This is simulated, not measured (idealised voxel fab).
The process module that follows is named voxel released beams.
The cross-section on display is named cut; it measures 250 nm wide, and its cells are 5 nm squares.
Reading order for cross-sections: top band down to bottom band. Underlying form: a grid of square cells. Band size: one or more rows of cells.
A band entry consists of two parts. The first gives the height of the band's top and the height of its bottom, in nm. The rest lists the band's materials from left to right, each with its width in nm. A single material labelled with the word "everywhere" fills the band from edge to edge, and the word "air" marks empty space.
Height datum 0, below which the as-received substrate wafer is one material. Lowest band open at the bottom, running downward: "z 0 and below".
The two numbers in a width such as "30->40" mark its ends across the band: the first belongs to the top row of cells, the second to the bottom row, and from each row to the next the width moves by the same amount.
"everything unchanged" means the step left every cell of the cross-section as it was.
"Closed cavity list" enumerates empty spaces isolated from the top, with no open way to it, that contain at least 8 cells, giving each as width x height at distance from the left edge, all three in nm.
Anything after a step's settings on that line? It's the simulator's own note about the step.
overlay nm: for a step with a mask, the amount by which the mask lay right of where it was planned; a negative amount means left of it.

[Process steps foreseen in the plan]
1. RECEIVE, material Si
2. CONFORMAL_DEP, material Al2O3, thk nm 10
3. DIRECTIONAL_DEP, material SiO2, thk nm 15
4. DIRECTIONAL_DEP, material aC, thk nm 15
5. PATTERN, tone open, mask id ANCHOR, material resist, width nm 35, thk nm 35, overlay nm 0
6. DIRECTIONAL_ETCH, etch materials aC, depth nm 15
7. STRIP, etch materials resist
8. DIRECTIONAL_ETCH, etch materials SiO2, depth nm 15
9. STRIP, etch materials aC
10. CONFORMAL_DEP, material W, thk nm 10
11. DIRECTIONAL_DEP, material aC, thk nm 10
12. PATTERN, tone cover, mask id BEAM, material resist, width nm 95, thk nm 25, overlay nm 0
13. DIRECTIONAL_ETCH, etch materials aC, depth nm 10
14. STRIP, etch materials resist
15. DIRECTIONAL_ETCH, etch materials W, depth nm 10
16. STRIP, etch materials aC
17. STRIP, etch materials SiO2

[This is the cross-section of the wafer as we received it, i.e. after step 1]
z 0 and below  Si everywhere
Closed cavity list: none

[Run as planned - first of the two wafers cross-sectioned at the end of the module]
z 35 to 25  air (75), then W (15), then air (15), then W (65), then air (80)
z 25 to 20  air (80), then W (10), then air (15), then W (10), then air (135)
z 20 to 10  air (80), then W (35), then air (135)
z 10 to 0  Al2O3 everywhere
z 0 and below  Si everywhere
Closed cavity list: none

[Cross-section, wafer two of two, end of module: same start and plan as wafer one, one error in execution]
z 40 to 30  air (75), then W (20), then air (5), then W (70), then air (80)
z 30 to 25  W (95), then air (5), then W (150)
z 25 to 10  SiO2 (80), then W (35), then SiO2 (135)
z 10 to 0  Al2O3 everywhere
z 0 and below  Si everywhere
Closed cavity list: none
The plan and the run diverged here: step 10 was processed under conditions differing from the plan, specifically as CONFORMAL_DEP, material W, thk nm 15
At the finish, the second wafer shows more or fewer cells for some materials than the first does: 129 more of SiO2; 56 more of W
